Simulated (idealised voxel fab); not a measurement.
Process module under the name voxel fin reveal
Each square cell in cross-section cut measures 5 nm, and the section as a whole is 255 nm wide.
How to read a cross-section here: the picture is a grid of square cells, written as bands going from the top down, and any band can span one or more rows of cells. Look at the band entry: it leads with the top's height and the bottom's height in nm. Then it lists the materials left to right, with a width in nm for each. The word "full width" on a single material says that material fills the band edge to edge. The word "empty" is empty space. Heads up on the height convention: 0 is the point under which the incoming wafer is all one material, and the lowest band has no bottom, it just keeps going down, like "0 down". The expression "30..40" gives the width at the extremes of the band, the first number at its top row of cells and the second at its bottom row, with the width changing by equal amounts from each row to the next in between. "all unchanged" after a step means that no cell of the cross-section changed. If an empty space has no open way to the top and is at least 8 cells in size, "Sealed cavities" lists it, written width x height at distance, where distance is measured from the left edge and every value is in nm. Anything after a step's settings on that line? It's the simulator's own note about the step. The "overlay nm" setting may appear on a step's line; for a step that uses a mask, it gives how far to the right of its planned position the mask lay, and a negative value indicates the left.
### Set out below are the planned steps of the process
1 RECEIVE | material Si
2 CONFORMAL_DEP | material SiN | thk nm 5
3 DIRECTIONAL_DEP | material aC | thk nm 10
4 PATTERN | tone cover | mask id FINS | material resist | width nm 15 | pitch nm 35 | thk nm 25 | overlay nm 0
5 DIRECTIONAL_ETCH | etch materials aC | depth nm 10
6 STRIP | etch materials resist
7 DIRECTIONAL_ETCH | etch materials SiN | depth nm 5
8 DIRECTIONAL_ETCH | etch materials Si | depth nm 30
9 STRIP | etch materials aC
10 FILL_DEP | material SiO2 | thk nm 15
11 CMP | height nm 5
12 SELECTIVE_ETCH | etch materials SiO2 | depth nm 15
13 STRIP | etch materials SiN
14 CONFORMAL_DEP | material HfO2 | thk nm 5
### Of two wafers, the first: run according to plan
### Wafer as received: cross-section following step 1
- 0 down = Si full width
- Sealed cavities: none
### Cross-sectional representation of the wafer at the conclusion of step 2
- 5 to 0 = SiN full width
- Below a height of 0, the structure has not been altered.
### Cross-sectional representation of the wafer at the conclusion of step 3
- 15 to 5 = aC full width
- Below a height of 5, the structure has not been altered.
### Cross-sectional representation of the wafer at the conclusion of step 4
- 40 to 15 = 85 of empty | 15 of resist | 20 of empty | 15 of resist | 20 of empty | 15 of resist | 85 of empty
- Below a height of 15, the structure has not been altered.
### Cross-sectional representation of the wafer at the conclusion of step 5
- 30 to 15 = 85 of empty | 15 of resist | 20 of empty | 15 of resist | 20 of empty | 15 of resist | 85 of empty
- 15 to 5 = 85 of empty | 15 of aC | 20 of empty | 15 of aC | 20 of empty | 15 of aC | 85 of empty
- Below a height of 5, the structure has not been altered.
### Cross-sectional representation of the wafer at the conclusion of step 6
- 15 to 5 = 85 of empty | 15 of aC | 20 of empty | 15 of aC | 20 of empty | 15 of aC | 85 of empty
- Below a height of 5, the structure has not been altered.
### Cross-sectional representation of the wafer at the conclusion of step 7
- 15 to 5 = 85 of empty | 15 of aC | 20 of empty | 15 of aC | 20 of empty | 15 of aC | 85 of empty
- 5 to 0 = 85 of empty | 15 of SiN | 20 of empty | 15 of SiN | 20 of empty | 15 of SiN | 85 of empty
- Below a height of 0, the structure has not been altered.
### Cross-sectional representation of the wafer at the conclusion of step 8
- 15 to 5 = 85 of empty | 15 of aC | 20 of empty | 15 of aC | 20 of empty | 15 of aC | 85 of empty
- 5 to 0 = 85 of empty | 15 of SiN | 20 of empty | 15 of SiN | 20 of empty | 15 of SiN | 85 of empty
- 0 to -30 = 85 of empty | 15 of Si | 20 of empty | 15 of Si | 20 of empty | 15 of Si | 85 of empty
- Below a height of -30, the structure has not been altered.
### Cross-sectional representation of the wafer at the conclusion of step 9
- 5 to 0 = 85 of empty | 15 of SiN | 20 of empty | 15 of SiN | 20 of empty | 15 of SiN | 85 of empty
- Below a height of 0, the structure has not been altered.
### Cross-sectional representation of the wafer at the conclusion of step 10
- 20 to 5 = SiO2 full width
- 5 to 0 = 85 of SiO2 | 15 of SiN | 20 of SiO2 | 15 of SiN | 20 of SiO2 | 15 of SiN | 85 of SiO2
- 0 to -30 = 85 of SiO2 | 15 of Si | 20 of SiO2 | 15 of Si | 20 of SiO2 | 15 of Si | 85 of SiO2
- Below a height of -30, the structure has not been altered.
### Cross-sectional representation of the wafer at the conclusion of step 11
- 5 to 0 = 85 of SiO2 | 15 of SiN | 20 of SiO2 | 15 of SiN | 20 of SiO2 | 15 of SiN | 85 of SiO2
- Below a height of 0, the structure has not been altered.
### Cross-sectional representation of the wafer at the conclusion of step 12
- 5 to 0 = 85 of empty | 15 of SiN | 20 of empty | 15 of SiN | 20 of empty | 15 of SiN | 85 of empty
- 0 to -10 = 85 of empty | 15 of Si | 20 of empty | 15 of Si | 20 of empty | 15 of Si | 85 of empty
- Below a height of -10, the structure has not been altered.
### Cross-sectional representation of the wafer at the conclusion of step 13
- 0 to -10 = 85 of empty | 15 of Si | 20 of empty | 15 of Si | 20 of empty | 15 of Si | 85 of empty
- Below a height of -10, the structure has not been altered.
### Cross-sectional representation of the wafer at the conclusion of step 14
- 5 to 0 = 80 of empty | 25 of HfO2 | 10 of empty | 25 of HfO2 | 10 of empty | 25 of HfO2 | 80 of empty
- 0 to -5 = 80 of empty | 5 of HfO2 | 15 of Si | 5 of HfO2 | 10 of empty | 5 of HfO2 | 15 of Si | 5 of HfO2 | 10 of empty | 5 of HfO2 | 15 of Si | 5 of HfO2 | 80 of empty
- -5 to -10 = 85 of HfO2 | 15 of Si | 20 of HfO2 | 15 of Si | 20 of HfO2 | 15 of Si | 85 of HfO2
- Below a height of -10, the structure has not been altered.
### Second wafer - shared start and plan with the first - one error in running - same as the first up to step 13 inclusive
Second wafer, cut view, end of step 14 per plan: all unchanged
So what did we get wrong on this run? the plan's step 14 was left out and never carried out
End check, counted in cells, second wafer has more or fewer of these materials than the first: -63 HfO2
